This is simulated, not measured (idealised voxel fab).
process module | voxel transistor to metal
cross-section cut | 165 nm wide | cells 5 nm
A cross-section is a grid of square cells, given in bands from the top down. A band is one or more rows of cells.
Each band's line starts with the height of the band's top and of its bottom, in nm. Then come its materials from left to right, each with its width in nm. One material with "throughout" fills the band from edge to edge. "air" is empty space.
Height 0 is the level under which the wafer as received is all one material. The lowest band goes on downwards, as in "0 down".
A width such as "30 to 40" changes by the same amount from each row of cells to the next, from the band's top row to its bottom row.
"no change" after a step means that no cell of the cross-section changed.
closed voids: empty space of 8 cells or more with no open way to the top, each as width x height at its distance from the left edge, in nm
after a step's settings: what the simulator itself notes on the step
overlay nm, on a step with a mask: how far to the right of its planned place the mask lay; to the left if negative
plan
1 op RECEIVE | material Si
2 op OXIDIZE | depth nm 5
3 op CONFORMAL_DEP | material SiN | thk nm 15
4 op DIRECTIONAL_DEP | material aC | thk nm 10
5 op PATTERN | tone cover | mask id ACTIVE | material resist | width nm 110 | thk nm 25 | overlay nm 0
6 op DIRECTIONAL_ETCH | etch materials aC | depth nm 10
7 op STRIP | etch materials resist
8 op DIRECTIONAL_ETCH | etch materials SiN | depth nm 15
9 op DIRECTIONAL_ETCH | etch materials SiO2 | depth nm 5
10 op DIRECTIONAL_ETCH | etch materials Si | depth nm 25
11 op STRIP | etch materials aC
12 op FILL_DEP | material SiO2 | thk nm 5
13 op CMP | height nm 15
14 op SELECTIVE_ETCH | etch materials SiO2 | depth nm 10
15 op STRIP | etch materials SiN
16 op SELECTIVE_ETCH | etch materials SiO2 | depth nm 5
17 op OXIDIZE | depth nm 5
18 op DIRECTIONAL_DEP | material polySi | thk nm 30
19 op DIRECTIONAL_DEP | material SiCN | thk nm 15
20 op MASKED_ETCH | tone cover | mask id GATE | width nm 20 | etch materials SiCN | depth nm 25 | overlay nm 0
21 op MASKED_ETCH | tone cover | mask id GATE | width nm 20 | etch materials polySi | depth nm 40 | overlay nm 0
22 op CONFORMAL_DEP | material SiO2 | thk nm 5
23 op DIRECTIONAL_ETCH | etch materials SiO2 | depth nm 5
24 op CONFORMAL_DEP | material SiN | thk nm 10
25 op DIRECTIONAL_ETCH | etch materials SiN | depth nm 10
26 op DIRECTIONAL_ETCH | etch materials SiO2 | depth nm 5
27 op EPI | material pSi | thk nm 5
28 op FILL_DEP | material SiO2 | thk nm 5
29 op CMP | height nm 40
30 op DIRECTIONAL_DEP | material SiO2 | thk nm 15
31 op PATTERN | tone open | mask id CONTACT | material resist | width nm 20 | pitch nm 80 | thk nm 20 | overlay nm 0
32 op DIRECTIONAL_ETCH | etch materials SiO2 | depth nm 60
33 op STRIP | etch materials resist
34 op CONFORMAL_DEP | material TiN | thk nm 5
35 op FILL_DEP | material Ru | thk nm 5
36 op CMP | height nm 55
37 op DIRECTIONAL_DEP | material TiN | thk nm 5
38 op DIRECTIONAL_DEP | material W | thk nm 15
39 op PATTERN | tone cover | mask id METAL_1 | material resist | width nm 20 | pitch nm 80 | thk nm 20 | overlay nm 0
40 op DIRECTIONAL_ETCH | etch materials W | depth nm 15
41 op DIRECTIONAL_ETCH | etch materials TiN | depth nm 5
42 op STRIP | etch materials resist
43 op FILL_DEP | material SiO2 | thk nm 10
44 op CMP | height nm 75
45 op CONFORMAL_DEP | material SiCN | thk nm 5
46 op DIRECTIONAL_DEP | material lowk | thk nm 30
47 op PATTERN | tone open | mask id METAL_2_HOLES | material resist | width nm 15 | pitch nm 80 | thk nm 15 | overlay nm 0
48 op DIRECTIONAL_ETCH | etch materials lowk | depth nm 30
49 op STRIP | etch materials resist
50 op DIRECTIONAL_DEP | material aC | thk nm 10
51 op PATTERN | tone open | mask id METAL_2 | material resist | width nm 20 | pitch nm 80 | thk nm 30 | overlay nm 0
52 op DIRECTIONAL_ETCH | etch materials aC | depth nm 10
53 op STRIP | etch materials resist
54 op DIRECTIONAL_ETCH | etch materials lowk | depth nm 15
55 op DIRECTIONAL_ETCH | etch materials SiCN | depth nm 5
56 op STRIP | etch materials aC
57 op CONFORMAL_DEP | material TiN | thk nm 5
58 op FILL_DEP | material Cu | thk nm 10
59 op CMP | height nm 110
60 op CONFORMAL_DEP | material SiN | thk nm 5
first wafer, as planned
as received, after step 1
  0 down: Si throughout
  closed voids: none
after step 2
  0 to -5: SiO2 throughout
  below -5: unchanged
after step 3
  15 to 0: SiN throughout
  below 0: unchanged
after step 4
  25 to 15: aC throughout
  below 15: unchanged
after step 5
  50 to 25: air 25 | resist 110 | air 30
  below 25: unchanged
after step 6
  40 to 25: air 25 | resist 110 | air 30
  25 to 15: air 25 | aC 110 | air 30
  below 15: unchanged
after step 7
  25 to 15: air 25 | aC 110 | air 30
  below 15: unchanged
after step 8
  25 to 15: air 25 | aC 110 | air 30
  15 to 0: air 25 | SiN 110 | air 30
  below 0: unchanged
after step 9
  25 to 15: air 25 | aC 110 | air 30
  15 to 0: air 25 | SiN 110 | air 30
  0 to -5: air 25 | SiO2 110 | air 30
  below -5: unchanged
after step 10
  25 to 15: air 25 | aC 110 | air 30
  15 to 0: air 25 | SiN 110 | air 30
  0 to -5: air 25 | SiO2 110 | air 30
  -5 to -30: air 25 | Si 110 | air 30
  below -30: unchanged
after step 11
  15 to 0: air 25 | SiN 110 | air 30
  below 0: unchanged
after step 12
  20 to 15: SiO2 throughout
  15 to 0: SiO2 25 | SiN 110 | SiO2 30
  0 to -5: SiO2 throughout
  -5 to -30: SiO2 25 | Si 110 | SiO2 30
  below -30: unchanged
after step 13
  15 to 0: SiO2 25 | SiN 110 | SiO2 30
  below 0: unchanged
after step 14
  15 to 5: air 25 | SiN 110 | air 30
  below 5: unchanged
after step 15
  5 to 0: SiO2 25 | air 110 | SiO2 30
  below 0: unchanged
after step 16
  0 to -5: SiO2 20 | air 120 | SiO2 25
  below -5: unchanged
after step 17
  0 to -5: SiO2 20 | air 120 | SiO2 25
  -5 to -10: SiO2 throughout
  below -10: unchanged
after step 18
  30 to 25: polySi 20 | air 120 | polySi 25
  25 to 0: polySi throughout
  0 to -5: SiO2 20 | polySi 120 | SiO2 25
  below -5: unchanged
after step 19
  45 to 40: SiCN 20 | air 120 | SiCN 25
  40 to 30: SiCN throughout
  30 to 25: polySi 20 | SiCN 120 | polySi 25
  below 25: unchanged
after step 20
  40 to 30: air 70 | SiCN 20 | air 75
  30 to 25: polySi 20 | air 50 | SiCN 20 | air 50 | polySi 25
  below 25: unchanged
after step 21
  40 to 25: air 70 | SiCN 20 | air 75
  25 to 0: air 70 | polySi 20 | air 75
  0 to -5: SiO2 20 | air 50 | polySi 20 | air 50 | SiO2 25
  below -5: unchanged
after step 22
  45 to 40: air 65 | SiO2 30 | air 70
  40 to 25: air 65 | SiO2 5 | SiCN 20 | SiO2 5 | air 70
  25 to 5: air 65 | SiO2 5 | polySi 20 | SiO2 5 | air 70
  5 to 0: SiO2 25 | air 40 | SiO2 5 | polySi 20 | SiO2 5 | air 40 | SiO2 30
  0 to -5: SiO2 70 | polySi 20 | SiO2 75
  below -5: unchanged
after step 23
  40 to 25: air 65 | SiO2 5 | SiCN 20 | SiO2 5 | air 70
  25 to 0: air 65 | SiO2 5 | polySi 20 | SiO2 5 | air 70
  0 to -5: SiO2 25 | air 40 | SiO2 5 | polySi 20 | SiO2 5 | air 40 | SiO2 30
  below -5: unchanged
after step 24
  50 to 40: air 55 | SiN 50 | air 60
  40 to 25: air 55 | SiN 10 | SiO2 5 | SiCN 20 | SiO2 5 | SiN 10 | air 60
  25 to 10: air 55 | SiN 10 | SiO2 5 | polySi 20 | SiO2 5 | SiN 10 | air 60
  10 to 5: SiN 35 | air 20 | SiN 10 | SiO2 5 | polySi 20 | SiO2 5 | SiN 10 | air 20 | SiN 40
  5 to 0: SiN 65 | SiO2 5 | polySi 20 | SiO2 5 | SiN 70
  0 to -5: SiO2 25 | SiN 40 | SiO2 5 | polySi 20 | SiO2 5 | SiN 40 | SiO2 30
  below -5: unchanged
after step 25
  40 to 25: air 55 | SiN 10 | SiO2 5 | SiCN 20 | SiO2 5 | SiN 10 | air 60
  25 to 0: air 55 | SiN 10 | SiO2 5 | polySi 20 | SiO2 5 | SiN 10 | air 60
  0 to -5: SiO2 25 | SiN 10 | air 20 | SiN 10 | SiO2 5 | polySi 20 | SiO2 5 | SiN 10 | air 20 | SiN 10 | SiO2 30
  below -5: unchanged
after step 26
  40 to 35: air 55 | SiN 10 | air 5 | SiCN 20 | air 5 | SiN 10 | air 60
  35 to 25: air 55 | SiN 10 | SiO2 5 | SiCN 20 | SiO2 5 | SiN 10 | air 60
  25 to 0: air 55 | SiN 10 | SiO2 5 | polySi 20 | SiO2 5 | SiN 10 | air 60
  0 to -5: air 25 | SiN 10 | air 20 | SiN 10 | SiO2 5 | polySi 20 | SiO2 5 | SiN 10 | air 20 | SiN 10 | air 30
  -5 to -10: SiO2 35 | air 20 | SiO2 50 | air 20 | SiO2 40
  below -10: unchanged
after step 27
  40 to 35: air 55 | SiN 10 | air 5 | SiCN 20 | air 5 | SiN 10 | air 60
  35 to 25: air 55 | SiN 10 | SiO2 5 | SiCN 20 | SiO2 5 | SiN 10 | air 60
  25 to 0: air 55 | SiN 10 | SiO2 5 | polySi 20 | SiO2 5 | SiN 10 | air 60
  0 to -5: air 25 | SiN 10 | air 20 | SiN 10 | SiO2 5 | polySi 20 | SiO2 5 | SiN 10 | air 20 | SiN 10 | air 30
  -5 to -10: SiO2 35 | pSi 20 | SiO2 50 | pSi 20 | SiO2 40
  below -10: unchanged
after step 28
  45 to 40: SiO2 throughout
  40 to 25: SiO2 55 | SiN 10 | SiO2 5 | SiCN 20 | SiO2 5 | SiN 10 | SiO2 60
  25 to 0: SiO2 55 | SiN 10 | SiO2 5 | polySi 20 | SiO2 5 | SiN 10 | SiO2 60
  0 to -5: SiO2 25 | SiN 10 | SiO2 20 | SiN 10 | SiO2 5 | polySi 20 | SiO2 5 | SiN 10 | SiO2 20 | SiN 10 | SiO2 30
  below -5: unchanged
after step 29
  40 to 25: SiO2 55 | SiN 10 | SiO2 5 | SiCN 20 | SiO2 5 | SiN 10 | SiO2 60
  below 25: unchanged
after step 30
  55 to 40: SiO2 throughout
  below 40: unchanged
after step 31
  75 to 55: resist 30 | air 20 | resist 60 | air 20 | resist 35
  below 55: unchanged
after step 32
  75 to 55: resist 30 | air 20 | resist 60 | air 20 | resist 35
  55 to 40: SiO2 30 | air 20 | SiO2 60 | air 20 | SiO2 35
  40 to 25: SiO2 30 | air 20 | SiO2 5 | SiN 10 | SiO2 5 | SiCN 20 | SiO2 5 | SiN 10 | SiO2 5 | air 20 | SiO2 35
  25 to 0: SiO2 30 | air 20 | SiO2 5 | SiN 10 | SiO2 5 | polySi 20 | SiO2 5 | SiN 10 | SiO2 5 | air 20 | SiO2 35
  0 to -5: SiO2 25 | SiN 10 | air 15 | SiO2 5 | SiN 10 | SiO2 5 | polySi 20 | SiO2 5 | SiN 10 | SiO2 5 | air 15 | SiN 10 | SiO2 30
  below -5: unchanged
after step 33
  55 to 40: SiO2 30 | air 20 | SiO2 60 | air 20 | SiO2 35
  below 40: unchanged
after step 34
  60 to 55: TiN 35 | air 10 | TiN 70 | air 10 | TiN 40
  55 to 40: SiO2 30 | TiN 5 | air 10 | TiN 5 | SiO2 60 | TiN 5 | air 10 | TiN 5 | SiO2 35
  40 to 25: SiO2 30 | TiN 5 | air 10 | TiN 5 | SiO2 5 | SiN 10 | SiO2 5 | SiCN 20 | SiO2 5 | SiN 10 | SiO2 5 | TiN 5 | air 10 | TiN 5 | SiO2 35
  25 to 5: SiO2 30 | TiN 5 | air 10 | TiN 5 | SiO2 5 | SiN 10 | SiO2 5 | polySi 20 | SiO2 5 | SiN 10 | SiO2 5 | TiN 5 | air 10 | TiN 5 | SiO2 35
  5 to 0: SiO2 30 | TiN 10 | air 5 | TiN 5 | SiO2 5 | SiN 10 | SiO2 5 | polySi 20 | SiO2 5 | SiN 10 | SiO2 5 | TiN 5 | air 5 | TiN 10 | SiO2 35
  0 to -5: SiO2 25 | SiN 10 | TiN 15 | SiO2 5 | SiN 10 | SiO2 5 | polySi 20 | SiO2 5 | SiN 10 | SiO2 5 | TiN 15 | SiN 10 | SiO2 30
  below -5: unchanged
after step 35
  65 to 60: Ru throughout
  60 to 55: TiN 35 | Ru 10 | TiN 70 | Ru 10 | TiN 40
  55 to 40: SiO2 30 | TiN 5 | Ru 10 | TiN 5 | SiO2 60 | TiN 5 | Ru 10 | TiN 5 | SiO2 35
  40 to 25: SiO2 30 | TiN 5 | Ru 10 | TiN 5 | SiO2 5 | SiN 10 | SiO2 5 | SiCN 20 | SiO2 5 | SiN 10 | SiO2 5 | TiN 5 | Ru 10 | TiN 5 | SiO2 35
  25 to 5: SiO2 30 | TiN 5 | Ru 10 | TiN 5 | SiO2 5 | SiN 10 | SiO2 5 | polySi 20 | SiO2 5 | SiN 10 | SiO2 5 | TiN 5 | Ru 10 | TiN 5 | SiO2 35
  5 to 0: SiO2 30 | TiN 10 | Ru 5 | TiN 5 | SiO2 5 | SiN 10 | SiO2 5 | polySi 20 | SiO2 5 | SiN 10 | SiO2 5 | TiN 5 | Ru 5 | TiN 10 | SiO2 35
  below 0: unchanged
after step 36
  55 to 40: SiO2 30 | TiN 5 | Ru 10 | TiN 5 | SiO2 60 | TiN 5 | Ru 10 | TiN 5 | SiO2 35
  below 40: unchanged
after step 37
  60 to 55: TiN throughout
  below 55: unchanged
after step 38
  75 to 60: W throughout
  below 60: unchanged
after step 39
  95 to 75: air 30 | resist 20 | air 60 | resist 20 | air 35
  below 75: unchanged
after step 40
  95 to 75: air 30 | resist 20 | air 60 | resist 20 | air 35
  75 to 60: air 30 | W 20 | air 60 | W 20 | air 35
  below 60: unchanged
after step 41
  95 to 75: air 30 | resist 20 | air 60 | resist 20 | air 35
  75 to 60: air 30 | W 20 | air 60 | W 20 | air 35
  60 to 55: air 30 | TiN 20 | air 60 | TiN 20 | air 35
  below 55: unchanged
after step 42
  75 to 60: air 30 | W 20 | air 60 | W 20 | air 35
  below 60: unchanged
after step 43
  85 to 75: SiO2 throughout
  75 to 60: SiO2 30 | W 20 | SiO2 60 | W 20 | SiO2 35
  60 to 55: SiO2 30 | TiN 20 | SiO2 60 | TiN 20 | SiO2 35
  below 55: unchanged
after step 44
  75 to 60: SiO2 30 | W 20 | SiO2 60 | W 20 | SiO2 35
  below 60: unchanged
after step 45
  80 to 75: SiCN throughout
  below 75: unchanged
after step 46
  110 to 80: lowk throughout
  below 80: unchanged
after step 47
  125 to 110: resist 30 | air 15 | resist 65 | air 15 | resist 40
  below 110: unchanged
after step 48
  125 to 110: resist 30 | air 15 | resist 65 | air 15 | resist 40
  110 to 80: lowk 30 | air 15 | lowk 65 | air 15 | lowk 40
  below 80: unchanged
after step 49
  110 to 80: lowk 30 | air 15 | lowk 65 | air 15 | lowk 40
  below 80: unchanged
after step 50
  120 to 110: aC 30 | air 15 | aC 65 | air 15 | aC 40
  110 to 90: lowk 30 | air 15 | lowk 65 | air 15 | lowk 40
  90 to 80: lowk 30 | aC 15 | lowk 65 | aC 15 | lowk 40
  below 80: unchanged
after step 51
  150 to 120: resist 30 | air 20 | resist 60 | air 20 | resist 35
  below 120: unchanged
after step 52
  140 to 120: resist 30 | air 20 | resist 60 | air 20 | resist 35
  120 to 110: aC 30 | air 20 | aC 60 | air 20 | aC 35
  110 to 80: lowk 30 | air 15 | lowk 65 | air 15 | lowk 40
  below 80: unchanged
after step 53
  120 to 110: aC 30 | air 20 | aC 60 | air 20 | aC 35
  below 110: unchanged
after step 54
  120 to 110: aC 30 | air 20 | aC 60 | air 20 | aC 35
  110 to 95: lowk 30 | air 20 | lowk 60 | air 20 | lowk 35
  below 95: unchanged
after step 55
  120 to 110: aC 30 | air 20 | aC 60 | air 20 | aC 35
  110 to 95: lowk 30 | air 20 | lowk 60 | air 20 | lowk 35
  95 to 80: lowk 30 | air 15 | lowk 65 | air 15 | lowk 40
  80 to 75: SiCN 30 | air 15 | SiCN 65 | air 15 | SiCN 40
  below 75: unchanged
after step 56
  110 to 95: lowk 30 | air 20 | lowk 60 | air 20 | lowk 35
  below 95: unchanged
after step 57
  115 to 110: TiN 35 | air 10 | TiN 70 | air 10 | TiN 40
  110 to 100: lowk 30 | TiN 5 | air 10 | TiN 5 | lowk 60 | TiN 5 | air 10 | TiN 5 | lowk 35
  100 to 95: lowk 30 | TiN 5 | air 5 | TiN 10 | lowk 60 | TiN 5 | air 5 | TiN 10 | lowk 35
  95 to 80: lowk 30 | TiN 5 | air 5 | TiN 5 | lowk 65 | TiN 5 | air 5 | TiN 5 | lowk 40
  80 to 75: SiCN 30 | TiN 15 | SiCN 65 | TiN 15 | SiCN 40
  below 75: unchanged
after step 58
  125 to 115: Cu throughout
  115 to 110: TiN 35 | Cu 10 | TiN 70 | Cu 10 | TiN 40
  110 to 100: lowk 30 | TiN 5 | Cu 10 | TiN 5 | lowk 60 | TiN 5 | Cu 10 | TiN 5 | lowk 35
  100 to 95: lowk 30 | TiN 5 | Cu 5 | TiN 10 | lowk 60 | TiN 5 | Cu 5 | TiN 10 | lowk 35
  95 to 80: lowk 30 | TiN 5 | Cu 5 | TiN 5 | lowk 65 | TiN 5 | Cu 5 | TiN 5 | lowk 40
  below 80: unchanged
after step 59
  110 to 100: lowk 30 | TiN 5 | Cu 10 | TiN 5 | lowk 60 | TiN 5 | Cu 10 | TiN 5 | lowk 35
  below 100: unchanged
after step 60
  115 to 110: SiN throughout
  below 110: unchanged
second wafer: like start, like plan, one mistake. Through step 49 it matches the first wafer
when step 50 should have ended
  120 to 110: W 30 | air 15 | W 65 | air 15 | W 40
  110 to 90: lowk 30 | air 15 | lowk 65 | air 15 | lowk 40
  90 to 80: lowk 30 | W 15 | lowk 65 | W 15 | lowk 40
  below 80: unchanged
when step 51 should have ended
  150 to 120: resist 30 | air 20 | resist 60 | air 20 | resist 35
  below 120: unchanged
when step 52 should have ended
  140 to 120: resist 30 | air 20 | resist 60 | air 20 | resist 35
  below 120: unchanged
when step 53 should have ended
  120 to 110: W 30 | air 15 | W 65 | air 15 | W 40
  below 110: unchanged
when step 54 should have ended: no change
when step 55 should have ended: no change
when step 56 should have ended: no change
when step 57 should have ended
  125 to 120: TiN 35 | air 5 | TiN 75 | air 5 | TiN 45
  120 to 110: W 30 | TiN 5 | air 5 | TiN 5 | W 65 | TiN 5 | air 5 | TiN 5 | W 40
  110 to 95: lowk 30 | TiN 5 | air 5 | TiN 5 | lowk 65 | TiN 5 | air 5 | TiN 5 | lowk 40
  95 to 90: lowk 30 | TiN 15 | lowk 65 | TiN 15 | lowk 40
  below 90: unchanged
when step 58 should have ended
  135 to 125: Cu throughout
  125 to 120: TiN 35 | Cu 5 | TiN 75 | Cu 5 | TiN 45
  120 to 110: W 30 | TiN 5 | Cu 5 | TiN 5 | W 65 | TiN 5 | Cu 5 | TiN 5 | W 40
  110 to 95: lowk 30 | TiN 5 | Cu 5 | TiN 5 | lowk 65 | TiN 5 | Cu 5 | TiN 5 | lowk 40
  below 95: unchanged
when step 59 should have ended
  110 to 95: lowk 30 | TiN 5 | Cu 5 | TiN 5 | lowk 65 | TiN 5 | Cu 5 | TiN 5 | lowk 40
  below 95: unchanged
when step 60 should have ended
  115 to 110: SiN throughout
  below 110: unchanged
what went wrong: step 50 ran as: op DIRECTIONAL_DEP | material W | thk nm 10
at the end the second wafer has, in cells: 10 fewer of Cu | 6 more of SiCN | 14 fewer of TiN | 12 more of W | 6 more of lowk
